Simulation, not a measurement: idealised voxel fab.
The document below concerns the process module designated voxel air gaps.
For reference, the cross-section in this document is cut, with width 285 nm and square cells of 5 nm.
Throughout this document, each cross-section is represented as a grid of square cells and is presented as a sequence of bands enumerated from the top downward, where a band comprises one or more rows of cells.
It is stipulated that each band's entry specify, in nanometres, the height of the top of the band and then that of its bottom, followed by the materials of the band in left-to-right sequence, each together with its width in nanometres. A single material marked by the word "everywhere" is understood to fill the band from edge to edge; the word "blank" is understood to denote empty space.
The level at which height equals 0 is the one under which the wafer, as it arrives, is entirely one material. No lower edge exists for the bottom band, which continues downward and is notated as in "0 and below".
Graded width ("30 to 40"): value in top row of band = first number; value in bottom row = second number; row-to-row change constant.
Where the words "nothing altered" appear for a step, the cross-section shows no cell changed by that step; every cell remained as before.
So "Fully sealed voids" is basically the list of trapped voids: any empty space of 8 cells or more that can't reach the top through an opening. They're written width x height at distance, the distance being from the left edge, and it's all nm.
Where a step's line continues beyond its settings, the continuation is a remark by the simulator itself on that step.
What "overlay nm" on a step's line means: if the step has a mask, that mask lay this far to the right of its planned place, or, when the value is negative, to the left.
## Steps in the process plan
step 1: RECEIVE, material Si
step 2: CONFORMAL_DEP, material SiO2, thk nm 10
step 3: CONFORMAL_DEP, material SiCN, thk nm 5
step 4: DIRECTIONAL_DEP, material SiO2, thk nm 40
step 5: MASKED_ETCH, tone open, mask id LINES, width nm 25, pitch nm 50, etch materials SiO2, depth nm 40, overlay nm 0
step 6: CONFORMAL_DEP, material TiN, thk nm 5
step 7: FILL_DEP, material W, thk nm 10
step 8: CMP, height nm 55
step 9: EPI, material Ru, thk nm 10
step 10: SELECTIVE_ETCH, etch materials SiO2, depth nm 50
step 11: CONFORMAL_DEP, material SiCN, thk nm 5
## Cross-section, incoming material, after step 1
- 0 and below | Si everywhere
- Fully sealed voids: none
## Here's the wafer cut in cross-section after the module, started and planned just like above, except one thing was done wrong in the run
- 70 down to 65 | SiCN everywhere
- 65 down to 55 | Ru 90, SiCN 5, Ru 45, SiCN 5, Ru 45, SiCN 5, Ru 90
- 55 down to 50 | W 75, TiN 5, SiCN 25, TiN 5, W 15, TiN 5, SiCN 25, TiN 5, W 15, TiN 5, SiCN 25, TiN 5, W 75
- 50 down to 20 | W 75, TiN 5, SiCN 5, blank 15, SiCN 5, TiN 5, W 15, TiN 5, SiCN 5, blank 15, SiCN 5, TiN 5, W 15, TiN 5, SiCN 5, blank 15, SiCN 5, TiN 5, W 75
- 20 down to 15 | TiN 80, SiCN 25, TiN 25, SiCN 25, TiN 25, SiCN 25, TiN 80
- 15 down to 10 | SiCN everywhere
- 10 down to 0 | SiO2 everywhere
- 0 and below | Si everywhere
- Fully sealed voids: 15 x 30 at 85; 15 x 30 at 135; 15 x 30 at 185
Which mistake was made when the wafer was run? step 5 was run on a setting that differed from the plan, and what really ran there is MASKED_ETCH, tone cover, mask id LINES, width nm 25, pitch nm 50, etch materials SiO2, depth nm 40, overlay nm 0
